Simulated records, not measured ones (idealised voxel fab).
process module | voxel transistor to metal
cross-section cut | 170 nm wide | cells 5 nm
A cross-section is a grid of square cells, given in bands from the top down. A band is one or more rows of cells.
Each band's line starts with the height of the band's top and of its bottom, in nm. Then come its materials from left to right, each with its width in nm. One material with "throughout" fills the band from edge to edge. "air" is empty space.
Height 0 is the level under which the wafer as received is all one material. The lowest band goes on downwards, as in "0 down".
A width such as "30 to 40" changes by the same amount from each row of cells to the next, from the band's top row to its bottom row.
"no change" after a step means that no cell of the cross-section changed.
closed voids: empty space of 8 cells or more with no open way to the top, each as width x height at its distance from the left edge, in nm
after a step's settings: what the simulator itself notes on the step
overlay nm, on a step with a mask: how far to the right of its planned place the mask lay; to the left if negative
plan
1 op RECEIVE | material Si
2 op OXIDIZE | depth nm 5
3 op CONFORMAL_DEP | material SiN | thk nm 15
4 op PATTERN | tone cover | mask id ACTIVE | material resist | width nm 110 | thk nm 15 | overlay nm 0
5 op DIRECTIONAL_ETCH | etch materials SiN | depth nm 15
6 op DIRECTIONAL_ETCH | etch materials SiO2 | depth nm 5
7 op DIRECTIONAL_ETCH | etch materials Si | depth nm 25
8 op STRIP | etch materials resist
9 op FILL_DEP | material SiO2 | thk nm 15
10 op CMP | height nm 15
11 op SELECTIVE_ETCH | etch materials SiO2 | depth nm 10
12 op STRIP | etch materials SiN
13 op SELECTIVE_ETCH | etch materials SiO2 | depth nm 5
14 op OXIDIZE | depth nm 5
15 op DIRECTIONAL_DEP | material polySi | thk nm 30
16 op DIRECTIONAL_DEP | material SiCN | thk nm 10
17 op MASKED_ETCH | tone cover | mask id GATE | width nm 20 | etch materials SiCN | depth nm 20 | overlay nm 0
18 op MASKED_ETCH | tone cover | mask id GATE | width nm 20 | etch materials polySi | depth nm 40 | overlay nm 0
19 op CONFORMAL_DEP | material SiO2 | thk nm 5
20 op DIRECTIONAL_ETCH | etch materials SiO2 | depth nm 5
21 op CONFORMAL_DEP | material SiN | thk nm 5
22 op DIRECTIONAL_ETCH | etch materials SiN | depth nm 5
23 op DIRECTIONAL_ETCH | etch materials SiO2 | depth nm 5
24 op DIRECTIONAL_ETCH | etch materials Si | depth nm 15
25 op EPI | material nSi | thk nm 20
26 op FILL_DEP | material SiO2 | thk nm 5
27 op CMP | height nm 35
28 op DIRECTIONAL_DEP | material SiO2 | thk nm 15
29 op PATTERN | tone open | mask id CONTACT | material resist | width nm 30 | pitch nm 60 | thk nm 15 | overlay nm 0
30 op DIRECTIONAL_ETCH | etch materials SiO2 | depth nm 40
31 op STRIP | etch materials resist
32 op CONFORMAL_DEP | material TiN | thk nm 5
33 op FILL_DEP | material W | thk nm 10
34 op CMP | height nm 50
35 op DIRECTIONAL_DEP | material TiN | thk nm 5
36 op DIRECTIONAL_DEP | material W | thk nm 15
37 op PATTERN | tone cover | mask id METAL_1 | material resist | width nm 20 | pitch nm 70 | thk nm 15 | overlay nm 0
38 op DIRECTIONAL_ETCH | etch materials W | depth nm 15
39 op DIRECTIONAL_ETCH | etch materials TiN | depth nm 5
40 op STRIP | etch materials resist
41 op CONFORMAL_DEP | material SiN | thk nm 5
42 op FILL_DEP | material lowk | thk nm 10
43 op CMP | height nm 70
44 op CONFORMAL_DEP | material SiCN | thk nm 5
45 op DIRECTIONAL_DEP | material lowk | thk nm 25
46 op DIRECTIONAL_DEP | material aC | thk nm 10
47 op PATTERN | tone open | mask id METAL_2_HOLES | material resist | width nm 15 | pitch nm 70 | thk nm 25 | overlay nm 0
48 op DIRECTIONAL_ETCH | etch materials aC | depth nm 10
49 op STRIP | etch materials resist
50 op DIRECTIONAL_ETCH | etch materials lowk | depth nm 25
51 op STRIP | etch materials aC
52 op MASKED_ETCH | tone open | mask id METAL_2 | width nm 20 | pitch nm 70 | etch materials lowk | depth nm 15 | overlay nm 0
53 op MASKED_ETCH | tone open | mask id METAL_2 | width nm 20 | pitch nm 70 | etch materials SiCN | depth nm 5 | overlay nm 0
54 op CONFORMAL_DEP | material TiN | thk nm 5
55 op FILL_DEP | material Cu | thk nm 10
56 op CMP | height nm 100
57 op CONFORMAL_DEP | material SiCN | thk nm 5
as received, after step 1
  0 down: Si throughout
  closed voids: none
first wafer at the end, as planned
  105 to 100: SiCN throughout
  100 to 90: lowk 40 | TiN 5 | Cu 10 | TiN 5 | lowk 50 | TiN 5 | Cu 10 | TiN 5 | lowk 40
  90 to 85: lowk 40 | TiN 5 | Cu 5 | TiN 10 | lowk 50 | TiN 5 | Cu 5 | TiN 10 | lowk 40
  85 to 75: lowk 40 | TiN 5 | Cu 5 | TiN 5 | lowk 55 | TiN 5 | Cu 5 | TiN 5 | lowk 45
  75 to 70: SiCN 40 | TiN 15 | SiCN 55 | TiN 15 | SiCN 45
  70 to 55: lowk 35 | SiN 5 | W 20 | SiN 5 | lowk 40 | SiN 5 | W 20 | SiN 5 | lowk 35
  55 to 50: SiN 40 | TiN 20 | SiN 50 | TiN 20 | SiN 40
  50 to 40: SiO2 40 | TiN 5 | W 20 | TiN 5 | SiO2 30 | TiN 5 | W 20 | TiN 5 | SiO2 40
  40 to 35: SiO2 40 | TiN 5 | W 15 | TiN 10 | SiO2 30 | TiN 10 | W 15 | TiN 5 | SiO2 40
  35 to 25: SiO2 40 | TiN 5 | W 15 | TiN 5 | SiN 5 | SiO2 5 | SiCN 20 | SiO2 5 | SiN 5 | TiN 5 | W 15 | TiN 5 | SiO2 40
  25 to 15: SiO2 40 | TiN 5 | W 15 | TiN 5 | SiN 5 | SiO2 5 | polySi 20 | SiO2 5 | SiN 5 | TiN 5 | W 15 | TiN 5 | SiO2 40
  15 to 10: SiO2 40 | TiN 25 | SiN 5 | SiO2 5 | polySi 20 | SiO2 5 | SiN 5 | TiN 25 | SiO2 40
  10 to 0: SiO2 25 | nSi 40 | SiN 5 | SiO2 5 | polySi 20 | SiO2 5 | SiN 5 | nSi 40 | SiO2 25
  0 to -5: SiO2 25 | nSi 5 | SiN 5 | nSi 30 | SiN 5 | SiO2 5 | polySi 20 | SiO2 5 | SiN 5 | nSi 30 | SiN 5 | nSi 5 | SiO2 25
  -5 to -10: SiO2 35 | nSi 30 | SiO2 40 | nSi 30 | SiO2 35
  -10 to -25: SiO2 30 | Si 5 | nSi 30 | Si 40 | nSi 30 | Si 5 | SiO2 30
  -25 to -30: SiO2 30 | Si 110 | SiO2 30
  -30 down: Si throughout
  closed voids: none
second wafer at the end: like start, like plan, one mistake
  105 to 100: SiCN throughout
  100 to 90: lowk 40 | TiN 5 | Cu 10 | TiN 5 | lowk 50 | TiN 5 | Cu 10 | TiN 5 | lowk 40
  90 to 85: lowk 40 | TiN 5 | Cu 5 | TiN 10 | lowk 50 | TiN 5 | Cu 5 | TiN 10 | lowk 40
  85 to 75: lowk 40 | TiN 5 | Cu 5 | TiN 5 | lowk 55 | TiN 5 | Cu 5 | TiN 5 | lowk 45
  75 to 70: SiCN 40 | TiN 15 | SiCN 55 | TiN 15 | SiCN 45
  70 to 55: lowk 35 | SiN 5 | W 20 | SiN 5 | lowk 40 | SiN 5 | W 20 | SiN 5 | lowk 35
  55 to 50: SiN 40 | TiN 20 | SiN 50 | TiN 20 | SiN 40
  50 to 40: SiO2 40 | TiN 5 | W 20 | TiN 5 | SiO2 30 | TiN 5 | W 20 | TiN 5 | SiO2 40
  40 to 35: SiO2 40 | TiN 5 | W 15 | TiN 10 | SiO2 30 | TiN 10 | W 15 | TiN 5 | SiO2 40
  35 to 25: SiO2 40 | TiN 5 | W 15 | TiN 5 | SiN 5 | SiO2 5 | SiCN 20 | SiO2 5 | SiN 5 | TiN 5 | W 15 | TiN 5 | SiO2 40
  25 to 15: SiO2 40 | TiN 5 | W 15 | TiN 5 | SiN 5 | SiO2 5 | polySi 20 | SiO2 5 | SiN 5 | TiN 5 | W 15 | TiN 5 | SiO2 40
  15 to 10: SiO2 40 | TiN 25 | SiN 5 | SiO2 5 | polySi 20 | SiO2 5 | SiN 5 | TiN 25 | SiO2 40
  10 to 0: SiO2 30 | nSi 35 | SiN 5 | SiO2 5 | polySi 20 | SiO2 5 | SiN 5 | nSi 40 | SiO2 25
  0 to -5: SiO2 30 | nSi 5 | SiN 5 | nSi 25 | SiN 5 | SiO2 5 | polySi 20 | SiO2 5 | SiN 5 | nSi 30 | SiN 5 | nSi 5 | SiO2 25
  -5 to -10: SiO2 40 | nSi 25 | SiO2 40 | nSi 30 | SiO2 35
  -10 to -25: SiO2 35 | Si 5 | nSi 25 | Si 40 | nSi 30 | Si 5 | SiO2 30
  -25 to -30: SiO2 35 | Si 105 | SiO2 30
  -30 down: Si throughout
  closed voids: none
what went wrong: step 4 ran as: op PATTERN | tone cover | mask id ACTIVE | material resist | width nm 105 | thk nm 15 | overlay nm 0
at the end the second wafer has, in cells: 1 fewer of Si | 8 more of SiO2 | 7 fewer of nSi
